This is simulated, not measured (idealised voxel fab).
process module | voxel self aligned contacts
cross-section cut | 260 nm wide | cells 5 nm
A cross-section is a grid of square cells, given in bands from the top down. A band is one or more rows of cells.
Each band's line starts with the height of the band's top and of its bottom, in nm. Then come its materials from left to right, each with its width in nm. One material with "throughout" fills the band from edge to edge. "air" is empty space.
Height 0 is the level under which the wafer as received is all one material. The lowest band goes on downwards, as in "0 down".
A width such as "30 to 40" changes by the same amount from each row of cells to the next, from the band's top row to its bottom row.
"no change" after a step means that no cell of the cross-section changed.
closed voids: empty space of 8 cells or more with no open way to the top, each as width x height at its distance from the left edge, in nm
after a step's settings: what the simulator itself notes on the step
overlay nm, on a step with a mask: how far to the right of its planned place the mask lay; to the left if negative
plan
1 op RECEIVE | material Si
2 op OXIDIZE | depth nm 5
3 op DIRECTIONAL_DEP | material polySi | thk nm 25
4 op DIRECTIONAL_DEP | material SiN | thk nm 25
5 op MASKED_ETCH | tone cover | mask id GATE | width nm 30 | pitch nm 75 | etch materials SiN | depth nm 25 | overlay nm 0
6 op MASKED_ETCH | tone cover | mask id GATE | width nm 30 | pitch nm 75 | etch materials polySi | depth nm 25 | overlay nm -15
7 op CONFORMAL_DEP | material SiN | thk nm 10
8 op DIRECTIONAL_ETCH | etch materials SiN | depth nm 10
9 op FILL_DEP | material SiO2 | thk nm 15
10 op CMP | height nm 60
11 op DIRECTIONAL_DEP | material aC | thk nm 10
12 op PATTERN | tone open | mask id CONTACT | material resist | width nm 55 | pitch nm 75 | thk nm 30 | overlay nm 0
13 op DIRECTIONAL_ETCH | etch materials aC | depth nm 10
14 op STRIP | etch materials resist
15 op DIRECTIONAL_ETCH | etch materials SiO2 | depth nm 65
16 op STRIP | etch materials aC
17 op CONFORMAL_DEP | material TiN | thk nm 5
18 op FILL_DEP | material Ru | thk nm 10
19 op CMP | height nm 60
20 op CONFORMAL_DEP | material SiCN | thk nm 5
varied across the wafers: overlay nm of step 6. The plan shows the first wafer's value. All wafers start alike
first wafer as received, after step 1
  0 down: Si throughout
  closed voids: none
each wafer at the end: cells of each material gained (+) or lost (-) since it was received, then its closed voids
overlay nm -15 | +48 Ru | -52 Si | +52 SiCN | +210 SiN | +213 SiO2 | +70 TiN | +135 polySi | closed voids: none
overlay nm -10 | +60 Ru | -52 Si | +52 SiCN | +210 SiN | +216 SiO2 | +70 TiN | +120 polySi | closed voids: none
overlay nm -5 | +72 Ru | -52 Si | +52 SiCN | +210 SiN | +219 SiO2 | +70 TiN | +105 polySi | closed voids: none
overlay nm 0 | +84 Ru | -52 Si | +52 SiCN | +210 SiN | +222 SiO2 | +70 TiN | +90 polySi | closed voids: none
overlay nm 5 | +72 Ru | -52 Si | +52 SiCN | +210 SiN | +219 SiO2 | +70 TiN | +105 polySi | closed voids: none
overlay nm 10 | +60 Ru | -52 Si | +52 SiCN | +210 SiN | +216 SiO2 | +70 TiN | +120 polySi | closed voids: none
overlay nm 15 | +48 Ru | -52 Si | +52 SiCN | +210 SiN | +213 SiO2 | +70 TiN | +135 polySi | closed voids: none
